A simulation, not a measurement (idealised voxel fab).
process module | voxel gate over fins
cross-section cut | 220 nm wide | cells 5 nm
A cross-section is a grid of square cells, given in bands from the top down. A band is one or more rows of cells.
Each band's line starts with the height of the band's top and of its bottom, in nm. Then come its materials from left to right, each with its width in nm. One material with "throughout" fills the band from edge to edge. "air" is empty space.
Height 0 is the level under which the wafer as received is all one material. The lowest band goes on downwards, as in "0 down".
A width such as "30 to 40" changes by the same amount from each row of cells to the next, from the band's top row to its bottom row.
"no change" after a step means that no cell of the cross-section changed.
closed voids: empty space of 8 cells or more with no open way to the top, each as width x height at its distance from the left edge, in nm
after a step's settings: what the simulator itself notes on the step
overlay nm, on a step with a mask: how far to the right of its planned place the mask lay; to the left if negative
plan
1 op RECEIVE | material Si
2 op CONFORMAL_DEP | material SiN | thk nm 10
3 op PATTERN | tone cover | mask id FINS | material resist | width nm 15 | pitch nm 45 | thk nm 15 | overlay nm 0
4 op DIRECTIONAL_ETCH | etch materials SiN | depth nm 10
5 op DIRECTIONAL_ETCH | etch materials Si | depth nm 40
6 op STRIP | etch materials resist
7 op FILL_DEP | material SiO2 | thk nm 15
8 op CMP | height nm 10
9 op SELECTIVE_ETCH | etch materials SiO2 | depth nm 20
10 op STRIP | etch materials SiN
11 op CONFORMAL_DEP | material HfO2 | thk nm 5
12 op CONFORMAL_DEP | material TiN | thk nm 5
13 op CONFORMAL_DEP | material TiAl | thk nm 5
14 op CONFORMAL_DEP | material TiN | thk nm 5
15 op FILL_DEP | material W | thk nm 15
16 op CMP | height nm 30
17 op CONFORMAL_DEP | material SiCN | thk nm 10
as received, after step 1
  0 down: Si throughout
  closed voids: none
a wafer at the end: this start, this plan, one mistake
  40 to 30: SiCN throughout
  30 to 20: W throughout
  20 to 15: W 15 | TiN 190 | W 15
  15 to 10: W 15 | TiN 5 | TiAl 180 | TiN 5 | W 15
  10 to 5: W 15 | TiN 5 | TiAl 5 | TiN 35 | TiAl 10 | TiN 35 | TiAl 10 | TiN 35 | TiAl 10 | TiN 35 | TiAl 5 | TiN 5 | W 15
  5 to 0: W 15 | TiN 5 | TiAl 5 | TiN 5 | HfO2 25 | TiN 5 | TiAl 10 | TiN 5 | HfO2 25 | TiN 5 | TiAl 10 | TiN 5 | HfO2 25 | TiN 5 | TiAl 10 | TiN 5 | HfO2 25 | TiN 5 | TiAl 5 | TiN 5 | W 15
  0 to -10: W 15 | TiN 5 | TiAl 5 | TiN 5 | HfO2 5 | Si 15 | HfO2 5 | TiN 5 | TiAl 10 | TiN 5 | HfO2 5 | Si 15 | HfO2 5 | TiN 5 | TiAl 10 | TiN 5 | HfO2 5 | Si 15 | HfO2 5 | TiN 5 | TiAl 10 | TiN 5 | HfO2 5 | Si 15 | HfO2 5 | TiN 5 | TiAl 5 | TiN 5 | W 15
  -10 to -15: TiN 20 | TiAl 5 | TiN 5 | HfO2 5 | Si 15 | HfO2 5 | TiN 5 | TiAl 10 | TiN 5 | HfO2 5 | Si 15 | HfO2 5 | TiN 5 | TiAl 10 | TiN 5 | HfO2 5 | Si 15 | HfO2 5 | TiN 5 | TiAl 10 | TiN 5 | HfO2 5 | Si 15 | HfO2 5 | TiN 5 | TiAl 5 | TiN 20
  -15 to -20: TiAl 25 | TiN 5 | HfO2 5 | Si 15 | HfO2 5 | TiN 5 | TiAl 10 | TiN 5 | HfO2 5 | Si 15 | HfO2 5 | TiN 5 | TiAl 10 | TiN 5 | HfO2 5 | Si 15 | HfO2 5 | TiN 5 | TiAl 10 | TiN 5 | HfO2 5 | Si 15 | HfO2 5 | TiN 5 | TiAl 25
  -20 to -25: TiN 30 | HfO2 5 | Si 15 | HfO2 5 | TiN 20 | HfO2 5 | Si 15 | HfO2 5 | TiN 20 | HfO2 5 | Si 15 | HfO2 5 | TiN 20 | HfO2 5 | Si 15 | HfO2 5 | TiN 30
  -25 to -30: HfO2 35 | Si 15 | HfO2 30 | Si 15 | HfO2 30 | Si 15 | HfO2 30 | Si 15 | HfO2 35
  -30 to -40: SiO2 35 | Si 15 | SiO2 30 | Si 15 | SiO2 30 | Si 15 | SiO2 30 | Si 15 | SiO2 35
  -40 down: Si throughout
  closed voids: none
what went wrong: step 9 was run twice
